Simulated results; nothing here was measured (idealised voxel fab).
Documented hereafter: the process module known as voxel self aligned vias.
Square cell edge 5 nm, section width 210 nm, ID cut.
Bands, listed from the top down, are how a cross-section gets written in this document; the cross-section itself is a grid of square cells, and a band is one or more rows of them. Read a band's entry like this: the first values are the height of its top and the height of its bottom in nm, and what follows is the sequence of materials from left to right, each with its width in nm. Note that "blank" is empty space, and that a single material marked "full width" reaches across the band from edge to edge. The level at which height equals 0 is the one under which the wafer, as it arrives, is entirely one material. No lower edge exists for the bottom band, which continues downward and is notated as in "0 -> down". Width: "30..40" (first number = top row, second number = bottom row, same change from row to row of cells). "left unchanged" after a step means that no cell of the cross-section changed. "Fully enclosed voids" means: voids of 8 cells or more that are shut off from the top with no open way through. Written width x height at distance, distance from the left edge, in nm. Text after the settings on a step's line: the simulator's own remark on that step. The optional step-line setting "overlay nm" applies to steps with a mask and quantifies how far to the right of its planned location the mask lay, a negative value indicating leftward placement.

Steps in the process plan:
1,RECEIVE (material Si)
2,CONFORMAL_DEP (material SiO2; thk nm 15)
3,CONFORMAL_DEP (material SiCN; thk nm 5)
4,DIRECTIONAL_DEP (material SiO2; thk nm 25)
5,PATTERN (tone open; mask id LINES; material resist; width nm 15; pitch nm 60; thk nm 15; overlay nm 0)
6,DIRECTIONAL_ETCH (etch materials SiO2; depth nm 25)
7,STRIP (etch materials resist)
8,CONFORMAL_DEP (material TiN; thk nm 5)
9,FILL_DEP (material Ru; thk nm 5)
10,CMP (height nm 45)
11,SELECTIVE_ETCH (etch materials W Ru TiN; depth nm 10)
12,FILL_DEP (material SiN; thk nm 5)
13,CMP (height nm 45)
14,DIRECTIONAL_DEP (material SiO2; thk nm 20)
15,DIRECTIONAL_DEP (material aC; thk nm 10)
16,PATTERN (tone open; mask id VIAS; material resist; width nm 30; thk nm 30; overlay nm 0)
17,DIRECTIONAL_ETCH (etch materials aC; depth nm 10)
18,STRIP (etch materials resist)
19,DIRECTIONAL_ETCH (etch materials SiO2; depth nm 20)
20,DIRECTIONAL_ETCH (etch materials SiN; depth nm 10)
21,STRIP (etch materials aC)
22,CONFORMAL_DEP (material TiN; thk nm 5)
23,FILL_DEP (material Cu; thk nm 5)
24,CMP (height nm 65)
25,CONFORMAL_DEP (material SiCN; thk nm 5)
The plan shows the width nm of step 5 as the first wafer had it; this setting differs between the wafers, which start out alike.

After step 1, as received: first of several wafers, cross-section:
0 -> down | Si full width
Fully enclosed voids: none

After the module's final step, step 25: the first of several wafers in cross-section:
70 -> 65 | SiCN full width
65 -> 50 | SiO2 (60), TiN (5), Cu (20), TiN (5), SiO2 (120)
50 -> 45 | SiO2 (60), TiN (15), Cu (5), TiN (10), SiO2 (120)
45 -> 40 | SiO2 (70), TiN (5), Cu (5), TiN (5), SiO2 (45), SiN (15), SiO2 (65)
40 -> 35 | SiO2 (70), TiN (15), SiO2 (45), SiN (15), SiO2 (65)
35 -> 25 | SiO2 (70), TiN (5), Ru (5), TiN (5), SiO2 (45), TiN (5), Ru (5), TiN (5), SiO2 (65)
25 -> 20 | SiO2 (70), TiN (15), SiO2 (45), TiN (15), SiO2 (65)
20 -> 15 | SiCN full width
15 -> 0 | SiO2 full width
0 -> down | Si full width
Fully enclosed voids: none

Cross-section of the last wafer at end of module:
70 -> 65 | SiCN full width
65 -> 45 | SiO2 (60), TiN (5), Cu (20), TiN (5), SiO2 (120)
45 -> 40 | SiO2 (60), TiN (5), Cu (20), TiN (5), SiN (5), SiO2 (25), SiN (35), SiO2 (55)
40 -> 35 | SiO2 (60), TiN (30), SiN (5), SiO2 (25), SiN (35), SiO2 (55)
35 -> 25 | SiO2 (60), TiN (5), Ru (25), TiN (5), SiO2 (25), TiN (5), Ru (25), TiN (5), SiO2 (55)
25 -> 20 | SiO2 (60), TiN (35), SiO2 (25), TiN (35), SiO2 (55)
20 -> 15 | SiCN full width
15 -> 0 | SiO2 full width
0 -> down | Si full width
Fully enclosed voids: none

Basically each wafer gets a line in the table, showing it at the end of the module: material by material, the cells it gained (+) or lost (-) since we got it, then its closed voids:
width nm 15, +14 Cu, +4 Ru, +84 SiCN, +6 SiN, +450 SiO2, +30 TiN, Fully enclosed voids: none
width nm 20, +16 Cu, +8 Ru, +84 SiCN, +8 SiN, +440 SiO2, +32 TiN, Fully enclosed voids: none
width nm 25, +18 Cu, +12 Ru, +84 SiCN, +10 SiN, +430 SiO2, +34 TiN, Fully enclosed voids: none
width nm 30, +20 Cu, +16 Ru, +84 SiCN, +12 SiN, +420 SiO2, +36 TiN, Fully enclosed voids: none
width nm 35, +20 Cu, +20 Ru, +84 SiCN, +16 SiN, +410 SiO2, +38 TiN, Fully enclosed voids: none
